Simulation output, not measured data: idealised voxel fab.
Process module in this document: voxel wiring stack
It is cross-section cut that appears here, measuring 160 nm in width, its square cells being 5 nm in size.
Cross-section, as written here: a square-cell grid given band by band from the top down, where a band holds one or more rows of cells. Look at the band entry: it leads with the top's height and the bottom's height in nm. Then it lists the materials left to right, with a width in nm for each. The word "throughout" on a single material says that material fills the band edge to edge. The word "air" is empty space. Basically, 0 is our baseline, since under it the wafer straight out of the box is all one material. The bottom band has no lower end and keeps on going down, so it looks like "0..down". A width such as "30->40" changes by the same amount from each row of cells to the next, from the band's top row to its bottom row. The cross-section has no changed cell in any step marked "no change". You'll see "Unvented voids" listing empty spaces that have no way open to the top, as long as they're 8 cells or more; the notation is width x height at distance, where the distance is from the left edge, and all of it is in nm. What comes after the settings on a step's line is commentary from the simulator itself on that step. overlay nm: mask offset rightward from planned place, masked step; negative means leftward offset. Reading guide: pairs of cross-sections, before and after one process step; after view cut off at lowest changed band; step and settings listed under each pair. Pairs may stem from different runs of this module on the same starting wafer; continuity with the pair above only where the "Before-step section" entry states it.

# Before-step section
75..45 | 50 lowk / 15 air / 20 lowk / 15 air / 60 lowk
45..40 | SiCN throughout
40..35 | 50 SiCN / 25 Ru / 10 SiCN / 25 Ru / 50 SiCN
35..20 | 55 SiO2 / 5 TiN / 5 Ru / 5 TiN / 20 SiO2 / 5 TiN / 5 Ru / 5 TiN / 55 SiO2
20..15 | 55 SiCN / 15 TiN / 20 SiCN / 15 TiN / 55 SiCN
15..0 | SiO2 throughout
0..down | Si throughout
Unvented voids: none

# Post-Step Snapshot
75..55 | 50 lowk / 20 air / 15 lowk / 20 air / 55 lowk
Below 55 it's all the same as before, nothing changed down there.
Unvented voids: none
Which operation links the two cross-sections above? MASKED_ETCH,tone open,mask id METAL_2,width nm 20,pitch nm 35,etch materials lowk,depth nm 20,overlay nm 0

Before-step section: = after-state of the pair above.

# Post-Step Snapshot
75..55 | 50 lowk / 20 air / 15 lowk / 20 air / 55 lowk
55..45 | 50 lowk / 15 air / 20 lowk / 15 air / 60 lowk
45..40 | 50 SiCN / 15 air / 20 SiCN / 15 air / 60 SiCN
Below 40 it's all the same as before, nothing changed down there.
Unvented voids: none
Which operation links the two cross-sections above? MASKED_ETCH,tone open,mask id METAL_2,width nm 20,pitch nm 35,etch materials SiCN,depth nm 5,overlay nm 0

Before-step section: = after-state of the pair above.

# Post-Step Snapshot
80..75 | 55 TiN / 10 air / 25 TiN / 10 air / 60 TiN
75..60 | 50 lowk / 5 TiN / 10 air / 5 TiN / 15 lowk / 5 TiN / 10 air / 5 TiN / 55 lowk
60..55 | 50 lowk / 5 TiN / 5 air / 10 TiN / 15 lowk / 5 TiN / 5 air / 10 TiN / 55 lowk
55..45 | 50 lowk / 5 TiN / 5 air / 5 TiN / 20 lowk / 5 TiN / 5 air / 5 TiN / 60 lowk
45..40 | 50 SiCN / 15 TiN / 20 SiCN / 15 TiN / 60 SiCN
Below 40 it's all the same as before, nothing changed down there.
Unvented voids: none
Which operation links the two cross-sections above? CONFORMAL_DEP,material TiN,thk nm 5

Before-step section: = after-state of the pair above.

# Post-Step Snapshot
90..80 | Cu throughout
80..75 | 55 TiN / 10 Cu / 25 TiN / 10 Cu / 60 TiN
75..60 | 50 lowk / 5 TiN / 10 Cu / 5 TiN / 15 lowk / 5 TiN / 10 Cu / 5 TiN / 55 lowk
60..55 | 50 lowk / 5 TiN / 5 Cu / 10 TiN / 15 lowk / 5 TiN / 5 Cu / 10 TiN / 55 lowk
55..45 | 50 lowk / 5 TiN / 5 Cu / 5 TiN / 20 lowk / 5 TiN / 5 Cu / 5 TiN / 60 lowk
Below 45 it's all the same as before, nothing changed down there.
Unvented voids: none
Which operation links the two cross-sections above? FILL_DEP,material Cu,thk nm 10

Before-step section: = after-state of the pair above.

# Post-Step Snapshot
75..60 | 50 lowk / 5 TiN / 10 Cu / 5 TiN / 15 lowk / 5 TiN / 10 Cu / 5 TiN / 55 lowk
Below 60 it's all the same as before, nothing changed down there.
Unvented voids: none
Which operation links the two cross-sections above? CMP,height nm 75

Before-step section: = after-state of the pair above.

# Post-Step Snapshot
80..75 | SiN throughout
Below 75 it's all the same as before, nothing changed down there.
Unvented voids: none
Which operation links the two cross-sections above? CONFORMAL_DEP,material SiN,thk nm 5

# Before-step section
75..45 | 50 lowk / 15 air / 20 lowk / 15 air / 60 lowk
45..40 | SiCN throughout
40..35 | 45 SiCN / 30 Ru / 5 SiCN / 30 Ru / 50 SiCN
35..20 | 50 SiO2 / 5 TiN / 10 Ru / 5 TiN / 15 SiO2 / 5 TiN / 10 Ru / 5 TiN / 55 SiO2
20..15 | 50 SiCN / 20 TiN / 15 SiCN / 20 TiN / 55 SiCN
15..0 | SiO2 throughout
0..down | Si throughout
Unvented voids: none

# Post-Step Snapshot
75..55 | 45 lowk / 20 air / 15 lowk / 20 air / 60 lowk
Below 55 it's all the same as before, nothing changed down there.
Unvented voids: none
Which operation links the two cross-sections above? MASKED_ETCH,tone open,mask id METAL_2,width nm 20,pitch nm 35,etch materials lowk,depth nm 20,overlay nm -5

Before-step section: = after-state of the pair above.

# Post-Step Snapshot
75..55 | 45 lowk / 20 air / 15 lowk / 20 air / 60 lowk
55..45 | 50 lowk / 15 air / 20 lowk / 15 air / 60 lowk
45..40 | 50 SiCN / 15 air / 20 SiCN / 15 air / 60 SiCN
Below 40 it's all the same as before, nothing changed down there.
Unvented voids: none
Which operation links the two cross-sections above? MASKED_ETCH,tone open,mask id METAL_2,width nm 20,pitch nm 35,etch materials SiCN,depth nm 5,overlay nm 0

Before-step section: = after-state of the pair above.

# Post-Step Snapshot
80..75 | 50 TiN / 10 air / 25 TiN / 10 air / 65 TiN
75..60 | 45 lowk / 5 TiN / 10 air / 5 TiN / 15 lowk / 5 TiN / 10 air / 5 TiN / 60 lowk
60..55 | 45 lowk / 10 TiN / 5 air / 5 TiN / 15 lowk / 10 TiN / 5 air / 5 TiN / 60 lowk
55..45 | 50 lowk / 5 TiN / 5 air / 5 TiN / 20 lowk / 5 TiN / 5 air / 5 TiN / 60 lowk
45..40 | 50 SiCN / 15 TiN / 20 SiCN / 15 TiN / 60 SiCN
Below 40 it's all the same as before, nothing changed down there.
Unvented voids: none
Which operation links the two cross-sections above? CONFORMAL_DEP,material TiN,thk nm 5

Before-step section: = after-state of the pair above.

# Post-Step Snapshot
90..80 | Cu throughout
80..75 | 50 TiN / 10 Cu / 25 TiN / 10 Cu / 65 TiN
75..60 | 45 lowk / 5 TiN / 10 Cu / 5 TiN / 15 lowk / 5 TiN / 10 Cu / 5 TiN / 60 lowk
60..55 | 45 lowk / 10 TiN / 5 Cu / 5 TiN / 15 lowk / 10 TiN / 5 Cu / 5 TiN / 60 lowk
55..45 | 50 lowk / 5 TiN / 5 Cu / 5 TiN / 20 lowk / 5 TiN / 5 Cu / 5 TiN / 60 lowk
Below 45 it's all the same as before, nothing changed down there.
Unvented voids: none
Which operation links the two cross-sections above? FILL_DEP,material Cu,thk nm 10

Before-step section: = after-state of the pair above.

# Post-Step Snapshot
75..60 | 45 lowk / 5 TiN / 10 Cu / 5 TiN / 15 lowk / 5 TiN / 10 Cu / 5 TiN / 60 lowk
Below 60 it's all the same as before, nothing changed down there.
Unvented voids: none
Which operation links the two cross-sections above? CMP,height nm 75

Before-step section: = after-state of the pair above.

# Post-Step Snapshot
80..75 | SiN throughout
Below 75 it's all the same as before, nothing changed down there.
Unvented voids: none
Which operation links the two cross-sections above? CONFORMAL_DEP,material SiN,thk nm 5

# Before-step section
80..75 | 55 TiN / 10 air / 25 TiN / 10 air / 60 TiN
75..60 | 50 lowk / 5 TiN / 10 air / 5 TiN / 15 lowk / 5 TiN / 10 air / 5 TiN / 55 lowk
60..55 | 50 lowk / 5 TiN / 5 air / 10 TiN / 15 lowk / 5 TiN / 5 air / 10 TiN / 55 lowk
55..45 | 50 lowk / 5 TiN / 5 air / 5 TiN / 20 lowk / 5 TiN / 5 air / 5 TiN / 60 lowk
45..40 | 50 SiCN / 15 TiN / 20 SiCN / 15 TiN / 60 SiCN
40..35 | 45 SiCN / 30 Ru / 5 SiCN / 30 Ru / 50 SiCN
35..20 | 50 SiO2 / 5 TiN / 10 Ru / 5 TiN / 15 SiO2 / 5 TiN / 10 Ru / 5 TiN / 55 SiO2
20..15 | 50 SiCN / 20 TiN / 15 SiCN / 20 TiN / 55 SiCN
15..0 | SiO2 throughout
0..down | Si throughout
Unvented voids: none

# Post-Step Snapshot
90..80 | SiCN throughout
80..75 | 55 TiN / 10 SiCN / 25 TiN / 10 SiCN / 60 TiN
75..60 | 50 lowk / 5 TiN / 10 SiCN / 5 TiN / 15 lowk / 5 TiN / 10 SiCN / 5 TiN / 55 lowk
60..55 | 50 lowk / 5 TiN / 5 SiCN / 10 TiN / 15 lowk / 5 TiN / 5 SiCN / 10 TiN / 55 lowk
55..45 | 50 lowk / 5 TiN / 5 SiCN / 5 TiN / 20 lowk / 5 TiN / 5 SiCN / 5 TiN / 60 lowk
Below 45 it's all the same as before, nothing changed down there.
Unvented voids: none
Which operation links the two cross-sections above? FILL_DEP,material SiCN,thk nm 10

Before-step section: = after-state of the pair above.

# Post-Step Snapshot
75..60 | 50 lowk / 5 TiN / 10 SiCN / 5 TiN / 15 lowk / 5 TiN / 10 SiCN / 5 TiN / 55 lowk
Below 60 it's all the same as before, nothing changed down there.
Unvented voids: none
Which operation links the two cross-sections above? CMP,height nm 75

Before-step section: = after-state of the pair above.

# Post-Step Snapshot
80..75 | SiN throughout
Below 75 it's all the same as before, nothing changed down there.
Unvented voids: none
Which operation links the two cross-sections above? CONFORMAL_DEP,material SiN,thk nm 5

# Before-step section
35..20 | SiO2 throughout
20..15 | SiCN throughout
15..0 | SiO2 throughout
0..down | Si throughout
Unvented voids: none

# Post-Step Snapshot
50..35 | 50 air / 20 resist / 15 air / 20 resist / 55 air
Below 35 it's all the same as before, nothing changed down there.
Unvented voids: none
Which operation links the two cross-sections above? PATTERN,tone cover,mask id METAL_1,material resist,width nm 20,pitch nm 35,thk nm 15,overlay nm 0

Before-step section: = after-state of the pair above.

# Post-Step Snapshot
50..35 | 50 air / 20 resist / 15 air / 20 resist / 55 air
35..20 | 50 air / 20 SiO2 / 15 air / 20 SiO2 / 55 air
Below 20 it's all the same as before, nothing changed down there.
Unvented voids: none
Which operation links the two cross-sections above? DIRECTIONAL_ETCH,etch materials SiO2,depth nm 15

Before-step section: = after-state of the pair above.

# Post-Step Snapshot
50..35 | 50 air / 20 resist / 15 air / 20 resist / 55 air
35..20 | 50 air / 20 SiO2 / 15 air / 20 SiO2 / 55 air
20..15 | 50 air / 20 SiCN / 15 air / 20 SiCN / 55 air
Below 15 it's all the same as before, nothing changed down there.
Unvented voids: none
Which operation links the two cross-sections above? DIRECTIONAL_ETCH,etch materials SiCN,depth nm 5

Before-step section: = after-state of the pair above.

# Post-Step Snapshot
35..20 | 50 air / 20 SiO2 / 15 air / 20 SiO2 / 55 air
Below 20 it's all the same as before, nothing changed down there.
Unvented voids: none
Which operation links the two cross-sections above? STRIP,etch materials resist

Before-step section: = after-state of the pair above.

# Post-Step Snapshot
40..35 | 45 air / 30 TiN / 5 air / 30 TiN / 50 air
35..20 | 45 air / 5 TiN / 20 SiO2 / 5 TiN / 5 air / 5 TiN / 20 SiO2 / 5 TiN / 50 air
20..15 | 50 TiN / 20 SiCN / 15 TiN / 20 SiCN / 55 TiN
Below 15 it's all the same as before, nothing changed down there.
Unvented voids: none
Which operation links the two cross-sections above? CONFORMAL_DEP,material TiN,thk nm 5

Before-step section: = after-state of the pair above.

# Post-Step Snapshot
45..40 | Ru throughout
40..35 | 45 Ru / 30 TiN / 5 Ru / 30 TiN / 50 Ru
35..20 | 45 Ru / 5 TiN / 20 SiO2 / 5 TiN / 5 Ru / 5 TiN / 20 SiO2 / 5 TiN / 50 Ru
Below 20 it's all the same as before, nothing changed down there.
Unvented voids: none
Which operation links the two cross-sections above? FILL_DEP,material Ru,thk nm 5

Before-step section: = after-state of the pair above.

# Post-Step Snapshot
35..20 | 45 Ru / 5 TiN / 20 SiO2 / 5 TiN / 5 Ru / 5 TiN / 20 SiO2 / 5 TiN / 50 Ru
Below 20 it's all the same as before, nothing changed down there.
Unvented voids: none
Which operation links the two cross-sections above? CMP,height nm 35

Before-step section: = after-state of the pair above.

# Post-Step Snapshot
40..35 | 55 Ru / 10 air / 25 Ru / 10 air / 60 Ru
Below 35 it's all the same as before, nothing changed down there.
Unvented voids: none
Which operation links the two cross-sections above? EPI,material Ru,thk nm 5

Before-step section: = after-state of the pair above.

# Post-Step Snapshot
45..40 | SiCN throughout
40..35 | 55 Ru / 10 SiCN / 25 Ru / 10 SiCN / 60 Ru
Below 35 it's all the same as before, nothing changed down there.
Unvented voids: none
Which operation links the two cross-sections above? FILL_DEP,material SiCN,thk nm 5

Before-step section: = after-state of the pair above.

# Post-Step Snapshot
75..45 | lowk throughout
Below 45 it's all the same as before, nothing changed down there.
Unvented voids: none
Which operation links the two cross-sections above? DIRECTIONAL_DEP,material lowk,thk nm 30

Before-step section: = after-state of the pair above.

# Post-Step Snapshot
90..75 | aC throughout
Below 75 it's all the same as before, nothing changed down there.
Unvented voids: none
Which operation links the two cross-sections above? DIRECTIONAL_DEP,material aC,thk nm 15

Before-step section: = after-state of the pair above.

# Post-Step Snapshot
120..90 | 50 resist / 15 air / 20 resist / 15 air / 60 resist
Below 90 it's all the same as before, nothing changed down there.
Unvented voids: none
Which operation links the two cross-sections above? PATTERN,tone open,mask id METAL_2_HOLES,material resist,width nm 15,pitch nm 35,thk nm 30,overlay nm 0

Before-step section: = after-state of the pair above.

# Post-Step Snapshot
105..90 | 50 resist / 15 air / 20 resist / 15 air / 60 resist
90..75 | 50 aC / 15 air / 20 aC / 15 air / 60 aC
Below 75 it's all the same as before, nothing changed down there.
Unvented voids: none
Which operation links the two cross-sections above? DIRECTIONAL_ETCH,etch materials aC,depth nm 15

Before-step section: = after-state of the pair above.

# Post-Step Snapshot
90..75 | 50 aC / 15 air / 20 aC / 15 air / 60 aC
Below 75 it's all the same as before, nothing changed down there.
Unvented voids: none
Which operation links the two cross-sections above? STRIP,etch materials resist

Before-step section: = after-state of the pair above.

# Post-Step Snapshot
90..75 | 50 aC / 15 air / 20 aC / 15 air / 60 aC
75..45 | 50 lowk / 15 air / 20 lowk / 15 air / 60 lowk
Below 45 it's all the same as before, nothing changed down there.
Unvented voids: none
Which operation links the two cross-sections above? DIRECTIONAL_ETCH,etch materials lowk,depth nm 30

Before-step section: = after-state of the pair above.

# Post-Step Snapshot
75..45 | 50 lowk / 15 air / 20 lowk / 15 air / 60 lowk
Below 45 it's all the same as before, nothing changed down there.
Unvented voids: none
Which operation links the two cross-sections above? STRIP,etch materials aC

Before-step section: = after-state of the pair above.

# Post-Step Snapshot
75..55 | 50 lowk / 20 air / 15 lowk / 20 air / 55 lowk
Below 55 it's all the same as before, nothing changed down there.
Unvented voids: none
Which operation links the two cross-sections above? MASKED_ETCH,tone open,mask id METAL_2,width nm 20,pitch nm 35,etch materials lowk,depth nm 20,overlay nm 0

Before-step section: = after-state of the pair above.

# Post-Step Snapshot
75..55 | 50 lowk / 20 air / 15 lowk / 20 air / 55 lowk
55..45 | 50 lowk / 15 air / 20 lowk / 15 air / 60 lowk
45..40 | 50 SiCN / 15 air / 20 SiCN / 15 air / 60 SiCN
Below 40 it's all the same as before, nothing changed down there.
Unvented voids: none
Which operation links the two cross-sections above? MASKED_ETCH,tone open,mask id METAL_2,width nm 20,pitch nm 35,etch materials SiCN,depth nm 5,overlay nm 0

Before-step section: = after-state of the pair above.

# Post-Step Snapshot
80..75 | 55 TiN / 10 air / 25 TiN / 10 air / 60 TiN
75..60 | 50 lowk / 5 TiN / 10 air / 5 TiN / 15 lowk / 5 TiN / 10 air / 5 TiN / 55 lowk
60..55 | 50 lowk / 5 TiN / 5 air / 10 TiN / 15 lowk / 5 TiN / 5 air / 10 TiN / 55 lowk
55..45 | 50 lowk / 5 TiN / 5 air / 5 TiN / 20 lowk / 5 TiN / 5 air / 5 TiN / 60 lowk
45..40 | 50 SiCN / 15 TiN / 20 SiCN / 15 TiN / 60 SiCN
Below 40 it's all the same as before, nothing changed down there.
Unvented voids: none
Which operation links the two cross-sections above? CONFORMAL_DEP,material TiN,thk nm 5

Before-step section: = after-state of the pair above.

# Post-Step Snapshot
90..80 | Cu throughout
80..75 | 55 TiN / 10 Cu / 25 TiN / 10 Cu / 60 TiN
75..60 | 50 lowk / 5 TiN / 10 Cu / 5 TiN / 15 lowk / 5 TiN / 10 Cu / 5 TiN / 55 lowk
60..55 | 50 lowk / 5 TiN / 5 Cu / 10 TiN / 15 lowk / 5 TiN / 5 Cu / 10 TiN / 55 lowk
55..45 | 50 lowk / 5 TiN / 5 Cu / 5 TiN / 20 lowk / 5 TiN / 5 Cu / 5 TiN / 60 lowk
Below 45 it's all the same as before, nothing changed down there.
Unvented voids: none
Which operation links the two cross-sections above? FILL_DEP,material Cu,thk nm 10

Before-step section: = after-state of the pair above.

# Post-Step Snapshot
75..60 | 50 lowk / 5 TiN / 10 Cu / 5 TiN / 15 lowk / 5 TiN / 10 Cu / 5 TiN / 55 lowk
Below 60 it's all the same as before, nothing changed down there.
Unvented voids: none
Which operation links the two cross-sections above? CMP,height nm 75

Before-step section: = after-state of the pair above.

# Post-Step Snapshot
80..75 | SiN throughout
Below 75 it's all the same as before, nothing changed down there.
Unvented voids: none
Which operation links the two cross-sections above? CONFORMAL_DEP,material SiN,thk nm 5
